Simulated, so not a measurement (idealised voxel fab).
The process module presented herein is designated voxel spacer lines.
Square cell edge 5 nm, section width 295 nm, ID cut.
Think of the cross-section as a grid of square cells. We describe it in bands, top to bottom, and each band covers one or more rows of those cells. Top height, bottom height, nm. Materials left to right, width each, nm. Single material + "all across" = fills band edge to edge. "air" = empty. Zero point of the height axis is 0; under it, received wafer = one material. Lowest band: continues down indefinitely, "z 0 and below". A width such as "30 to 40" changes by the same amount from each row of cells to the next, from the band's top row to its bottom row. "no change" -> step changed no cross-section cell. "Trapped void list" enumerates empty spaces isolated from the top, with no open way to it, that contain at least 8 cells, giving each as width x height at distance from the left edge, all three in nm. It should be noted that, on the line of a given step, the content following the step's settings is a remark produced by the simulator itself with respect to that step. "overlay nm" answers the question of how far to the right of plan the mask lay on a step that has a mask, and when it is negative the answer is to the left.

Set out below are the planned steps of the process
1) op RECEIVE | material Si
2) op CONFORMAL_DEP | material Al2O3 | thk nm 10
3) op DIRECTIONAL_DEP | material SiN | thk nm 20
4) op DIRECTIONAL_DEP | material aC | thk nm 30
5) op PATTERN | tone cover | mask id MANDREL | material resist | width nm 15 | pitch nm 60 | thk nm 40 | overlay nm 0
6) op DIRECTIONAL_ETCH | etch materials aC | depth nm 30
7) op STRIP | etch materials resist
8) op CONFORMAL_DEP | material SiO2 | thk nm 15
9) op DIRECTIONAL_ETCH | etch materials SiO2 | depth nm 15
10) op STRIP | etch materials aC
11) op DIRECTIONAL_ETCH | etch materials SiN | depth nm 20
12) op STRIP | etch materials SiO2
13) op FILL_DEP | material SiO2 | thk nm 10
14) op CMP | height nm 30

as received, after step 1
  z 0 and below = Si all across
  Trapped void list: none

Starting wafer: above. Plan: above. Run: one mistake. Cross-section after the module: below
  z 30 to 10 = SiO2 (60), then SiN (15), then SiO2 (25), then SiN (15), then SiO2 (5), then SiN (15), then SiO2 (25), then SiN (15), then SiO2 (5), then SiN (15), then SiO2 (25), then SiN (15), then SiO2 (60)
  z 10 to 0 = Al2O3 all across
  z 0 and below = Si all across
  Trapped void list: none
It is concluded that the wafer was processed incorrectly with respect to the plan, in that it should be noted that step 5 was executed with settings other than those planned, the operation and settings actually applied being op PATTERN | tone cover | mask id MANDREL | material resist | width nm 25 | pitch nm 60 | thk nm 40 | overlay nm 0
